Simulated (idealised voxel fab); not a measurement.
Proc. module: voxel air gaps
Cross-section cut: width 275 nm, square cells of 5 nm.
Bands, listed from the top down, are how a cross-section gets written in this document; the cross-section itself is a grid of square cells, and a band is one or more rows of them.
Per band: top height and bottom height in nm, followed by the left-to-right materials and their widths in nm; "throughout" marks a single material spanning edge to edge, "empty" marks empty space.
Zero point of the height axis is 0; under it, received wafer = one material. Lowest band: continues down indefinitely, "0 nm and below".
So if you see something like "30 to 40" for the width, read it as the top row of the band sitting at the first number and the bottom row at the second, with every row in between moving by the same amount as the last.
Any step labelled "nothing was modified" changed none of the cells in the cross-section.
Basically, "Closed void roster" tells you about the enclosed voids: empty spaces with no open way to the top, 8 cells or bigger, each written width x height at distance, where distance is from the left edge, all in nm.
Step line, after settings: the simulator's comment on this step.
overlay nm: where the mask lay relative to plan, measured to the right, on steps with a mask; negatives go left.

-- These are the steps we planned for the process
| 1 | RECEIVE,material Si |
| 2 | CONFORMAL_DEP,material SiO2,thk nm 10 |
| 3 | CONFORMAL_DEP,material SiN,thk nm 5 |
| 4 | DIRECTIONAL_DEP,material SiO2,thk nm 35 |
| 5 | MASKED_ETCH,tone open,mask id LINES,width nm 20,pitch nm 50,etch materials SiO2,depth nm 35,overlay nm 0 |
| 6 | CONFORMAL_DEP,material TiN,thk nm 5 |
| 7 | FILL_DEP,material W,thk nm 10 |
| 8 | CMP,height nm 50 |
| 9 | EPI,material Ru,thk nm 10 |
| 10 | SELECTIVE_ETCH,etch materials SiO2,depth nm 45 |
| 11 | CONFORMAL_DEP,material SiN,thk nm 5 |

-- Run as planned: first of two wafers

-- So this is the incoming wafer in cross-section - it's already been through step 1
0 nm and below  Si throughout
Closed void roster: none

-- Sectional view: wafer, after step 2
10 nm to 0 nm  SiO2 throughout
At heights below 0, the structure remains unaltered.

-- Sectional view: wafer, after step 3
15 nm to 10 nm  SiN throughout
At heights below 10, the structure remains unaltered.

-- Sectional view: wafer, after step 4
50 nm to 15 nm  SiO2 throughout
At heights below 15, the structure remains unaltered.

-- Sectional view: wafer, after step 5
50 nm to 15 nm  SiO2 50 nm | empty 20 nm | SiO2 30 nm | empty 20 nm | SiO2 30 nm | empty 20 nm | SiO2 30 nm | empty 20 nm | SiO2 55 nm
At heights below 15, the structure remains unaltered.

-- Sectional view: wafer, after step 6
55 nm to 50 nm  TiN 55 nm | empty 10 nm | TiN 40 nm | empty 10 nm | TiN 40 nm | empty 10 nm | TiN 40 nm | empty 10 nm | TiN 60 nm
50 nm to 20 nm  SiO2 50 nm | TiN 5 nm | empty 10 nm | TiN 5 nm | SiO2 30 nm | TiN 5 nm | empty 10 nm | TiN 5 nm | SiO2 30 nm | TiN 5 nm | empty 10 nm | TiN 5 nm | SiO2 30 nm | TiN 5 nm | empty 10 nm | TiN 5 nm | SiO2 55 nm
20 nm to 15 nm  SiO2 50 nm | TiN 20 nm | SiO2 30 nm | TiN 20 nm | SiO2 30 nm | TiN 20 nm | SiO2 30 nm | TiN 20 nm | SiO2 55 nm
At heights below 15, the structure remains unaltered.

-- Sectional view: wafer, after step 7
65 nm to 55 nm  W throughout
55 nm to 50 nm  TiN 55 nm | W 10 nm | TiN 40 nm | W 10 nm | TiN 40 nm | W 10 nm | TiN 40 nm | W 10 nm | TiN 60 nm
50 nm to 20 nm  SiO2 50 nm | TiN 5 nm | W 10 nm | TiN 5 nm | SiO2 30 nm | TiN 5 nm | W 10 nm | TiN 5 nm | SiO2 30 nm | TiN 5 nm | W 10 nm | TiN 5 nm | SiO2 30 nm | TiN 5 nm | W 10 nm | TiN 5 nm | SiO2 55 nm
At heights below 20, the structure remains unaltered.

-- Sectional view: wafer, after step 8
50 nm to 20 nm  SiO2 50 nm | TiN 5 nm | W 10 nm | TiN 5 nm | SiO2 30 nm | TiN 5 nm | W 10 nm | TiN 5 nm | SiO2 30 nm | TiN 5 nm | W 10 nm | TiN 5 nm | SiO2 30 nm | TiN 5 nm | W 10 nm | TiN 5 nm | SiO2 55 nm
At heights below 20, the structure remains unaltered.

-- Sectional view: wafer, after step 9
60 nm to 50 nm  empty 40 nm | Ru 40 nm | empty 10 nm | Ru 40 nm | empty 10 nm | Ru 40 nm | empty 10 nm | Ru 40 nm | empty 45 nm
At heights below 50, the structure remains unaltered.

-- Sectional view: wafer, after step 10
60 nm to 50 nm  empty 40 nm | Ru 40 nm | empty 10 nm | Ru 40 nm | empty 10 nm | Ru 40 nm | empty 10 nm | Ru 40 nm | empty 45 nm
50 nm to 20 nm  empty 50 nm | TiN 5 nm | W 10 nm | TiN 5 nm | empty 30 nm | TiN 5 nm | W 10 nm | TiN 5 nm | empty 30 nm | TiN 5 nm | W 10 nm | TiN 5 nm | empty 30 nm | TiN 5 nm | W 10 nm | TiN 5 nm | empty 55 nm
20 nm to 15 nm  empty 50 nm | TiN 20 nm | empty 30 nm | TiN 20 nm | empty 30 nm | TiN 20 nm | empty 30 nm | TiN 20 nm | empty 55 nm
At heights below 15, the structure remains unaltered.

-- Sectional view: wafer, after step 11
65 nm to 60 nm  empty 35 nm | SiN 200 nm | empty 40 nm
60 nm to 50 nm  empty 35 nm | SiN 5 nm | Ru 40 nm | SiN 10 nm | Ru 40 nm | SiN 10 nm | Ru 40 nm | SiN 10 nm | Ru 40 nm | SiN 5 nm | empty 40 nm
50 nm to 45 nm  empty 35 nm | SiN 15 nm | TiN 5 nm | W 10 nm | TiN 5 nm | SiN 30 nm | TiN 5 nm | W 10 nm | TiN 5 nm | SiN 30 nm | TiN 5 nm | W 10 nm | TiN 5 nm | SiN 30 nm | TiN 5 nm | W 10 nm | TiN 5 nm | SiN 15 nm | empty 40 nm
45 nm to 20 nm  empty 45 nm | SiN 5 nm | TiN 5 nm | W 10 nm | TiN 5 nm | SiN 5 nm | empty 20 nm | SiN 5 nm | TiN 5 nm | W 10 nm | TiN 5 nm | SiN 5 nm | empty 20 nm | SiN 5 nm | TiN 5 nm | W 10 nm | TiN 5 nm | SiN 5 nm | empty 20 nm | SiN 5 nm | TiN 5 nm | W 10 nm | TiN 5 nm | SiN 5 nm | empty 50 nm
20 nm to 15 nm  SiN 50 nm | TiN 20 nm | SiN 30 nm | TiN 20 nm | SiN 30 nm | TiN 20 nm | SiN 30 nm | TiN 20 nm | SiN 55 nm
At heights below 15, the structure remains unaltered.
Closed void roster: 20 x 25 at 75; 20 x 25 at 125; 20 x 25 at 175

-- Second Wafer (Identical Start and Plan, One Processing Error; Matches First Wafer Through Step 6)

-- Second wafer, sectioned view, at step 7's planned end time
65 nm to 55 nm  SiO2 throughout
55 nm to 50 nm  TiN 55 nm | SiO2 10 nm | TiN 40 nm | SiO2 10 nm | TiN 40 nm | SiO2 10 nm | TiN 40 nm | SiO2 10 nm | TiN 60 nm
50 nm to 20 nm  SiO2 50 nm | TiN 5 nm | SiO2 10 nm | TiN 5 nm | SiO2 30 nm | TiN 5 nm | SiO2 10 nm | TiN 5 nm | SiO2 30 nm | TiN 5 nm | SiO2 10 nm | TiN 5 nm | SiO2 30 nm | TiN 5 nm | SiO2 10 nm | TiN 5 nm | SiO2 55 nm
At heights below 20, the structure remains unaltered.

-- Second wafer, sectioned view, at step 8's planned end time
50 nm to 20 nm  SiO2 50 nm | TiN 5 nm | SiO2 10 nm | TiN 5 nm | SiO2 30 nm | TiN 5 nm | SiO2 10 nm | TiN 5 nm | SiO2 30 nm | TiN 5 nm | SiO2 10 nm | TiN 5 nm | SiO2 30 nm | TiN 5 nm | SiO2 10 nm | TiN 5 nm | SiO2 55 nm
At heights below 20, the structure remains unaltered.

-- Second wafer, sectioned view, at step 9's planned end time
60 nm to 50 nm  empty 40 nm | Ru 40 nm | empty 10 nm | Ru 40 nm | empty 10 nm | Ru 40 nm | empty 10 nm | Ru 40 nm | empty 45 nm
At heights below 50, the structure remains unaltered.

-- Second wafer, sectioned view, at step 10's planned end time
60 nm to 50 nm  empty 40 nm | Ru 40 nm | empty 10 nm | Ru 40 nm | empty 10 nm | Ru 40 nm | empty 10 nm | Ru 40 nm | empty 45 nm
50 nm to 20 nm  empty 50 nm | TiN 5 nm | SiO2 10 nm | TiN 5 nm | empty 30 nm | TiN 5 nm | SiO2 10 nm | TiN 5 nm | empty 30 nm | TiN 5 nm | SiO2 10 nm | TiN 5 nm | empty 30 nm | TiN 5 nm | SiO2 10 nm | TiN 5 nm | empty 55 nm
20 nm to 15 nm  empty 50 nm | TiN 20 nm | empty 30 nm | TiN 20 nm | empty 30 nm | TiN 20 nm | empty 30 nm | TiN 20 nm | empty 55 nm
At heights below 15, the structure remains unaltered.

-- Second wafer, sectioned view, at step 11's planned end time
65 nm to 60 nm  empty 35 nm | SiN 200 nm | empty 40 nm
60 nm to 50 nm  empty 35 nm | SiN 5 nm | Ru 40 nm | SiN 10 nm | Ru 40 nm | SiN 10 nm | Ru 40 nm | SiN 10 nm | Ru 40 nm | SiN 5 nm | empty 40 nm
50 nm to 45 nm  empty 35 nm | SiN 15 nm | TiN 5 nm | SiO2 10 nm | TiN 5 nm | SiN 30 nm | TiN 5 nm | SiO2 10 nm | TiN 5 nm | SiN 30 nm | TiN 5 nm | SiO2 10 nm | TiN 5 nm | SiN 30 nm | TiN 5 nm | SiO2 10 nm | TiN 5 nm | SiN 15 nm | empty 40 nm
45 nm to 20 nm  empty 45 nm | SiN 5 nm | TiN 5 nm | SiO2 10 nm | TiN 5 nm | SiN 5 nm | empty 20 nm | SiN 5 nm | TiN 5 nm | SiO2 10 nm | TiN 5 nm | SiN 5 nm | empty 20 nm | SiN 5 nm | TiN 5 nm | SiO2 10 nm | TiN 5 nm | SiN 5 nm | empty 20 nm | SiN 5 nm | TiN 5 nm | SiO2 10 nm | TiN 5 nm | SiN 5 nm | empty 50 nm
20 nm to 15 nm  SiN 50 nm | TiN 20 nm | SiN 30 nm | TiN 20 nm | SiN 30 nm | TiN 20 nm | SiN 30 nm | TiN 20 nm | SiN 55 nm
At heights below 15, the structure remains unaltered.
Closed void roster: 20 x 25 at 75; 20 x 25 at 125; 20 x 25 at 175
Plan not followed: step 7: run off-plan, actual operation and settings FILL_DEP,material SiO2,thk nm 10
Materials where the second wafer ends with more or fewer cells than the first: +48 SiO2, -48 W
